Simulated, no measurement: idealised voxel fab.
Module name: voxel double patterning (process module)
Square cell edge 5 nm, section width 215 nm, ID cut.
Heads up, the way a cross-section reads in here is a grid of square cells, handed over as bands from the top down, with every band being one or more rows of cells.
The entry gives the band's vertical extent as a top height and a bottom height in nm, then its horizontal make-up as materials from left to right, each with a width in nm. "air" stands for empty space; a single material marked "throughout" fills the band edge to edge.
Counting heights begins at 0, where everything beneath is, in the wafer as received, one material. The lowest band has no bottom; it goes on downwards, as "0 nm and below" shows.
A two-number width, for instance "30 to 40", indicates that the width is equal to the first number in the top row of the band and to the second number in the bottom row, and that it changes by a constant amount per row of cells.
For the purposes of this document, the phrase "no change occurred" attached to a step denotes that no cell within the cross-section was modified by that step.
Each empty space that has no open way to the top and spans at least 8 cells appears under "Fully enclosed voids" as width x height at distance, the distance counted from the left edge, all in nm.
If you see something after the settings on a step's line, that's the simulator's own remark about that step.
The setting "overlay nm" may be written on the line of a step. When the step uses a mask, the value reports how far to the right of the planned place the mask lay, and a negative value reports that it lay to the left.

Below is the list of planned process steps
| 1 | RECEIVE,material Si |
| 2 | CONFORMAL_DEP,material SiO2,thk nm 10 |
| 3 | DIRECTIONAL_DEP,material polySi,thk nm 10 |
| 4 | DIRECTIONAL_DEP,material SiCN,thk nm 5 |
| 5 | PATTERN,tone open,mask id FIRST,material resist,width nm 15,pitch nm 50,thk nm 15,overlay nm 0 |
| 6 | DIRECTIONAL_ETCH,etch materials SiCN,depth nm 5 |
| 7 | STRIP,etch materials resist |
| 8 | PATTERN,tone open,mask id SECOND,material resist,width nm 15,thk nm 20,overlay nm 0 |
| 9 | DIRECTIONAL_ETCH,etch materials SiCN,depth nm 5 |
| 10 | STRIP,etch materials resist |
| 11 | DIRECTIONAL_ETCH,etch materials polySi,depth nm 10 |
| 12 | STRIP,etch materials SiCN |

As-received state of the wafer in cross-section, equivalent to post-step 1
> 0 nm and below: Si throughout
> Fully enclosed voids: none

The cross-section shown corresponds to the wafer at the conclusion of the module. The initial structure and the process plan are those presented above; however, one mistake occurred in executing the plan
> 20 nm to 10 nm: 70 of polySi | 15 of air | 15 of polySi | 15 of air | 5 of polySi | 15 of air | 80 of polySi
> 10 nm to 0 nm: SiO2 throughout
> 0 nm and below: Si throughout
> Fully enclosed voids: none
Short version of what went wrong: so step 5 ended up running with a different setting than we planned, it ran as PATTERN,tone open,mask id FIRST,material resist,width nm 15,pitch nm 50,thk nm 15,overlay nm -5
